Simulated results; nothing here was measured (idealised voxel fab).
process module | voxel transistor to metal
cross-section cut | 290 nm wide | cells 5 nm
A cross-section is a grid of square cells, given in bands from the top down. A band is one or more rows of cells.
Each band's line starts with the height of the band's top and of its bottom, in nm. Then come its materials from left to right, each with its width in nm. One material with "throughout" fills the band from edge to edge. "air" is empty space.
Height 0 is the level under which the wafer as received is all one material. The lowest band goes on downwards, as in "0 down".
A width such as "30 to 40" changes by the same amount from each row of cells to the next, from the band's top row to its bottom row.
"no change" after a step means that no cell of the cross-section changed.
closed voids: empty space of 8 cells or more with no open way to the top, each as width x height at its distance from the left edge, in nm
after a step's settings: what the simulator itself notes on the step
overlay nm, on a step with a mask: how far to the right of its planned place the mask lay; to the left if negative
plan
1 op RECEIVE | material Si
2 op OXIDIZE | depth nm 5
3 op CONFORMAL_DEP | material SiN | thk nm 10
4 op DIRECTIONAL_DEP | material aC | thk nm 10
5 op PATTERN | tone cover | mask id ACTIVE | material resist | width nm 100 | pitch nm 125 | thk nm 30 | overlay nm 0
6 op DIRECTIONAL_ETCH | etch materials aC | depth nm 10
7 op STRIP | etch materials resist
8 op DIRECTIONAL_ETCH | etch materials SiN | depth nm 10
9 op DIRECTIONAL_ETCH | etch materials SiO2 | depth nm 5
10 op DIRECTIONAL_ETCH | etch materials Si | depth nm 20
11 op STRIP | etch materials aC
12 op OXIDIZE | depth nm 5
13 op FILL_DEP | material SiO2 | thk nm 5
14 op CMP | height nm 10
15 op SELECTIVE_ETCH | etch materials SiO2 | depth nm 5
16 op STRIP | etch materials SiN
17 op SELECTIVE_ETCH | etch materials SiO2 | depth nm 5
18 op OXIDIZE | depth nm 5
19 op DIRECTIONAL_DEP | material polySi | thk nm 30
20 op DIRECTIONAL_DEP | material SiCN | thk nm 10
21 op MASKED_ETCH | tone cover | mask id GATE | width nm 30 | pitch nm 125 | etch materials SiCN | depth nm 20 | overlay nm 0
22 op MASKED_ETCH | tone cover | mask id GATE | width nm 30 | pitch nm 125 | etch materials polySi | depth nm 40 | overlay nm 0
23 op CONFORMAL_DEP | material SiN | thk nm 5
24 op DIRECTIONAL_ETCH | etch materials SiN | depth nm 5
25 op DIRECTIONAL_ETCH | etch materials SiO2 | depth nm 5
26 op DIRECTIONAL_ETCH | etch materials Si | depth nm 10
27 op EPI | material SiGe | thk nm 10
28 op FILL_DEP | material SiO2 | thk nm 5
29 op CMP | height nm 25
30 op STRIP | etch materials polySi
31 op SELECTIVE_ETCH | etch materials SiO2 | depth nm 5
32 op CONFORMAL_DEP | material HfO2 | thk nm 5
33 op CONFORMAL_DEP | material TiN | thk nm 5
34 op FILL_DEP | material W | thk nm 5
35 op CMP | height nm 20
36 op DIRECTIONAL_DEP | material SiO2 | thk nm 10
37 op DIRECTIONAL_DEP | material aC | thk nm 15
38 op PATTERN | tone open | mask id CONTACT | material resist | width nm 15 | thk nm 30 | overlay nm 0
39 op DIRECTIONAL_ETCH | etch materials aC | depth nm 15
40 op STRIP | etch materials resist
41 op DIRECTIONAL_ETCH | etch materials SiO2 | depth nm 40
42 op STRIP | etch materials aC
43 op CONFORMAL_DEP | material TiN | thk nm 5
44 op FILL_DEP | material Ru | thk nm 5
45 op CMP | height nm 30
46 op CONFORMAL_DEP | material SiN | thk nm 5
47 op DIRECTIONAL_DEP | material lowk | thk nm 25
48 op PATTERN | tone open | mask id METAL_1 | material resist | width nm 15 | thk nm 20 | overlay nm 0
49 op DIRECTIONAL_ETCH | etch materials lowk | depth nm 25
50 op DIRECTIONAL_ETCH | etch materials SiN | depth nm 5
51 op STRIP | etch materials resist
52 op CONFORMAL_DEP | material TiN | thk nm 5
53 op FILL_DEP | material Cu | thk nm 5
54 op CMP | height nm 60
55 op CONFORMAL_DEP | material SiN | thk nm 5
as received, after step 1
  0 down: Si throughout
  closed voids: none
first wafer at the end, as planned
  65 to 60: SiN throughout
  60 to 35: lowk 35 | TiN 5 | Cu 5 | TiN 5 | lowk 60 | TiN 5 | Cu 5 | TiN 5 | lowk 35 | TiN 5 | Cu 5 | TiN 5 | lowk 60 | TiN 5 | Cu 5 | TiN 5 | lowk 40
  35 to 30: SiN 35 | TiN 15 | SiN 60 | TiN 15 | SiN 35 | TiN 15 | SiN 60 | TiN 15 | SiN 40
  30 to 20: SiO2 35 | TiN 5 | Ru 5 | TiN 5 | SiO2 60 | TiN 5 | Ru 5 | TiN 5 | SiO2 35 | TiN 5 | Ru 5 | TiN 5 | SiO2 60 | TiN 5 | Ru 5 | TiN 5 | SiO2 40
  20 to 0: SiO2 35 | TiN 5 | Ru 5 | TiN 5 | SiO2 10 | SiN 5 | HfO2 5 | TiN 5 | W 10 | TiN 5 | HfO2 5 | SiN 5 | SiO2 10 | TiN 5 | Ru 5 | TiN 5 | SiO2 35 | TiN 5 | Ru 5 | TiN 5 | SiO2 10 | SiN 5 | HfO2 5 | TiN 5 | W 10 | TiN 5 | HfO2 5 | SiN 5 | SiO2 10 | TiN 5 | Ru 5 | TiN 5 | SiO2 40
  0 to -5: SiO2 25 | SiN 5 | SiO2 5 | TiN 5 | Ru 5 | TiN 5 | SiGe 10 | SiN 5 | HfO2 5 | TiN 20 | HfO2 5 | SiN 5 | SiGe 10 | TiN 5 | Ru 5 | TiN 5 | SiO2 5 | SiN 5 | SiO2 15 | SiN 5 | SiO2 5 | TiN 5 | Ru 5 | TiN 5 | SiGe 10 | SiN 5 | HfO2 5 | TiN 20 | HfO2 5 | SiN 5 | SiGe 10 | TiN 5 | Ru 5 | TiN 5 | SiO2 5 | SiN 5 | SiO2 30
  -5 to -10: SiO2 35 | TiN 15 | SiGe 10 | HfO2 40 | SiGe 10 | TiN 15 | SiO2 35 | TiN 15 | SiGe 10 | HfO2 40 | SiGe 10 | TiN 15 | SiO2 40
  -10 to -20: SiO2 35 | SiGe 25 | Si 40 | SiGe 25 | SiO2 35 | SiGe 25 | Si 40 | SiGe 25 | SiO2 40
  -20 to -30: SiO2 35 | Si 90 | SiO2 35 | Si 90 | SiO2 40
  -30 down: Si throughout
  closed voids: none
second wafer at the end: like start, like plan, one mistake
  65 to 60: SiN throughout
  60 to 35: lowk 35 | TiN 5 | Cu 5 | TiN 5 | lowk 60 | TiN 5 | Cu 5 | TiN 5 | lowk 35 | TiN 5 | Cu 5 | TiN 5 | lowk 60 | TiN 5 | Cu 5 | TiN 5 | lowk 40
  35 to 30: SiN 35 | TiN 15 | SiN 60 | TiN 15 | SiN 35 | TiN 15 | SiN 60 | TiN 15 | SiN 40
  30 to 20: SiO2 35 | TiN 5 | Ru 5 | TiN 5 | SiO2 60 | TiN 5 | Ru 5 | TiN 5 | SiO2 35 | TiN 5 | Ru 5 | TiN 5 | SiO2 60 | TiN 5 | Ru 5 | TiN 5 | SiO2 40
  20 to 5: SiO2 35 | TiN 5 | Ru 5 | TiN 5 | SiO2 10 | SiN 5 | HfO2 5 | TiN 5 | W 10 | TiN 5 | HfO2 5 | SiN 5 | SiO2 10 | TiN 5 | Ru 5 | TiN 5 | SiO2 35 | TiN 5 | Ru 5 | TiN 5 | SiO2 10 | SiN 5 | HfO2 5 | TiN 5 | W 10 | TiN 5 | HfO2 5 | SiN 5 | SiO2 10 | TiN 5 | Ru 5 | TiN 5 | SiO2 40
  5 to 0: SiO2 35 | TiN 5 | Ru 5 | TiN 5 | SiO2 10 | SiN 5 | HfO2 5 | TiN 20 | HfO2 5 | SiN 5 | SiO2 10 | TiN 5 | Ru 5 | TiN 5 | SiO2 35 | TiN 5 | Ru 5 | TiN 5 | SiO2 10 | SiN 5 | HfO2 5 | TiN 20 | HfO2 5 | SiN 5 | SiO2 10 | TiN 5 | Ru 5 | TiN 5 | SiO2 40
  0 to -5: SiO2 30 | SiN 5 | TiN 5 | Ru 5 | TiN 5 | SiO2 10 | HfO2 40 | SiO2 10 | TiN 5 | Ru 5 | TiN 5 | SiN 5 | SiO2 25 | SiN 5 | TiN 5 | Ru 5 | TiN 5 | SiO2 10 | HfO2 40 | SiO2 10 | TiN 5 | Ru 5 | TiN 5 | SiN 5 | SiO2 35
  -5 to -10: SiO2 35 | TiN 15 | SiO2 60 | TiN 15 | SiO2 35 | TiN 15 | SiO2 60 | TiN 15 | SiO2 40
  -10 to -20: SiGe 25 | SiO2 110 | SiGe 15 | SiO2 110 | SiGe 30
  -20 to -30: Si 25 | SiO2 110 | Si 15 | SiO2 110 | Si 30
  -30 down: Si throughout
  closed voids: none
what went wrong: step 5 ran as: op PATTERN | tone open | mask id ACTIVE | material resist | width nm 100 | pitch nm 125 | thk nm 30 | overlay nm 0
at the end the second wafer has, in cells: 4 fewer of HfO2 | 76 fewer of Si | 28 fewer of SiGe | 4 fewer of SiN | 120 more of SiO2 | 4 fewer of TiN | 4 fewer of W
